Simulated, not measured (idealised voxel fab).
Process module, titled voxel self aligned vias
The cross-section on display is named cut; it measures 280 nm wide, and its cells are 5 nm squares.
Square cells in a grid make up a cross-section in this document, and the grid is given as bands, listed from the top down, each one or more rows of cells. Within each band entry, the heights of the top and of the bottom of the band appear first, in that order and in nm; the materials of the band then follow from left to right, each with its corresponding width in nm. The designation "edge to edge" on a single material indicates that it fills the band from edge to edge; the designation "empty" indicates empty space. The level at which height equals 0 is the one under which the wafer, as it arrives, is entirely one material. No lower edge exists for the bottom band, which continues downward and is notated as in "0..down". So if you see something like "30..40" for the width, read it as the top row of the band sitting at the first number and the bottom row at the second, with every row in between moving by the same amount as the last. Given "identical to before" for a step, no cell of the cross-section differs between before and after that step. Listed in "Cavities, closed": every empty space of 8 or more cells without an open way to the top. Form: width x height at distance, the distance being from the left edge, all in nm. Heads up: the bit after the settings on a step's line is the simulator's remark on that step. overlay nm, on a step with a mask: how far to the right of its planned place the mask lay; to the left if negative.

The process steps that were planned are listed below
1 RECEIVE, material Si
2 CONFORMAL_DEP, material SiO2, thk nm 15
3 CONFORMAL_DEP, material SiCN, thk nm 5
4 DIRECTIONAL_DEP, material SiO2, thk nm 30
5 DIRECTIONAL_DEP, material aC, thk nm 10
6 PATTERN, tone open, mask id LINES, material resist, width nm 20, pitch nm 45, thk nm 25, overlay nm 0
7 DIRECTIONAL_ETCH, etch materials aC, depth nm 10
8 STRIP, etch materials resist
9 DIRECTIONAL_ETCH, etch materials SiO2, depth nm 30
10 STRIP, etch materials aC
11 CONFORMAL_DEP, material TiN, thk nm 5
12 FILL_DEP, material Ru, thk nm 5
13 CMP, height nm 50
14 SELECTIVE_ETCH, etch materials W Ru TiN, depth nm 10
15 FILL_DEP, material SiN, thk nm 5
16 CMP, height nm 50
17 DIRECTIONAL_DEP, material SiO2, thk nm 15
18 DIRECTIONAL_DEP, material aC, thk nm 10
19 PATTERN, tone open, mask id VIAS, material resist, width nm 30, thk nm 25, overlay nm 0
20 DIRECTIONAL_ETCH, etch materials aC, depth nm 10
21 STRIP, etch materials resist
22 DIRECTIONAL_ETCH, etch materials SiO2, depth nm 15
23 DIRECTIONAL_ETCH, etch materials SiN, depth nm 10
24 STRIP, etch materials aC
25 CONFORMAL_DEP, material TiN, thk nm 5
26 FILL_DEP, material Ru, thk nm 10
27 CMP, height nm 65
28 CONFORMAL_DEP, material SiCN, thk nm 5

Shown in cross-section is the wafer as received, that is, as it stands after step 1
	0..down: Si edge to edge
	Cavities, closed: none

What the wafer looks like in cross-section after this module, when it starts as shown above and follows the plan above but one mistake is made in running it
	70..65: SiCN edge to edge
	65..55: 100 nm SiO2; 5 nm TiN; 25 nm Ru; 5 nm TiN; 145 nm SiO2
	55..50: 100 nm SiO2; 10 nm TiN; 10 nm Ru; 15 nm TiN; 145 nm SiO2
	50..45: 105 nm SiO2; 5 nm TiN; 10 nm Ru; 5 nm TiN; 25 nm SiO2; 20 nm SiN; 110 nm SiO2
	45..40: 105 nm SiO2; 20 nm TiN; 25 nm SiO2; 20 nm SiN; 110 nm SiO2
	40..25: 105 nm SiO2; 5 nm TiN; 10 nm Ru; 5 nm TiN; 25 nm SiO2; 5 nm TiN; 10 nm Ru; 5 nm TiN; 110 nm SiO2
	25..20: 105 nm SiO2; 20 nm TiN; 25 nm SiO2; 20 nm TiN; 110 nm SiO2
	20..15: SiCN edge to edge
	15..0: SiO2 edge to edge
	0..down: Si edge to edge
	Cavities, closed: none
Plan not followed: off-plan run, step 19, actual operation and settings PATTERN, tone open, mask id VIAS, material resist, width nm 35, thk nm 25, overlay nm 0
